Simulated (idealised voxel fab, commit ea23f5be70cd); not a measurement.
This section sets out a process module, namely voxel self aligned vias.
It is cross-section cut that appears here, measuring 200 nm in width, its square cells being 5 nm in size.
Cross-section = grid of square cells, listed top down in bands; band = one or more rows. It is stipulated that each band's entry specify, in nanometres, the height of the top of the band and then that of its bottom, followed by the materials of the band in left-to-right sequence, each together with its width in nanometres. A single material marked by the word "throughout" is understood to fill the band from edge to edge; the word "air" is understood to denote empty space. We count height from 0. Below that, the starting wafer is all one material. The lowest band never ends at the bottom but goes on down; see "0 nm and below" for how that is written. It should be noted that a width expressed as "30..40" varies in equal increments from row to row of cells within the band, taking the value of the first number at the top row and that of the second number at the bottom row. For the purposes of this document, the phrase "no modifications" attached to a step denotes that no cell within the cross-section was modified by that step. Each empty space that has no open way to the top and spans at least 8 cells appears under "Trapped voids" as width x height at distance, the distance counted from the left edge, all in nm. Post-settings text on a step line: simulator's own remark regarding the step. Among the settings permitted on a step's line is "overlay nm"; applied to a step with a mask, it specifies the extent to which the mask lay to the right of its planned position, whereas a negative figure signifies a position to the left.

Planned step list for the process
1 RECEIVE, material Si
2 CONFORMAL_DEP, material SiO2, thk nm 15
3 CONFORMAL_DEP, material SiCN, thk nm 5
4 DIRECTIONAL_DEP, material SiO2, thk nm 20
5 DIRECTIONAL_DEP, material aC, thk nm 10
6 PATTERN, tone open, mask id LINES, material resist, width nm 20, pitch nm 65, thk nm 25, overlay nm 0
7 DIRECTIONAL_ETCH, etch materials aC, depth nm 10
8 STRIP, etch materials resist
9 DIRECTIONAL_ETCH, etch materials SiO2, depth nm 20
10 STRIP, etch materials aC
11 CONFORMAL_DEP, material TiN, thk nm 5
12 FILL_DEP, material Ru, thk nm 5
13 CMP, height nm 40
14 SELECTIVE_ETCH, etch materials W Ru TiN, depth nm 10
15 FILL_DEP, material SiN, thk nm 5
16 CMP, height nm 40
17 DIRECTIONAL_DEP, material SiO2, thk nm 20
18 PATTERN, tone open, mask id VIAS, material resist, width nm 30, pitch nm 65, thk nm 20, overlay nm 0
19 DIRECTIONAL_ETCH, etch materials SiO2, depth nm 20
20 DIRECTIONAL_ETCH, etch materials SiN, depth nm 10
21 STRIP, etch materials resist
22 CONFORMAL_DEP, material TiN, thk nm 5
23 FILL_DEP, material W, thk nm 10
24 CMP, height nm 60
25 CONFORMAL_DEP, material SiN, thk nm 5
What sets these wafers apart? The width nm at step 18. They all start alike, and the plan carries the first wafer's value.

First of several wafers, received after step 1, in cross-section
    0 nm and below  Si throughout
    Trapped voids: none

Each row below is a wafer at the end of the module, listing for every material the number of cells it has gained (+) or lost (-) since it was received, followed by its closed voids
width nm 30; +4 Ru; +40 SiCN; +40 SiN; +360 SiO2; +44 TiN; +32 W; Trapped voids: none
width nm 35; +4 Ru; +40 SiCN; +40 SiN; +352 SiO2; +46 TiN; +38 W; Trapped voids: none
width nm 40; +4 Ru; +40 SiCN; +40 SiN; +344 SiO2; +48 TiN; +44 W; Trapped voids: none
width nm 45; +4 Ru; +40 SiCN; +40 SiN; +336 SiO2; +50 TiN; +50 W; Trapped voids: none
width nm 50; +4 Ru; +40 SiCN; +40 SiN; +328 SiO2; +52 TiN; +56 W; Trapped voids: none
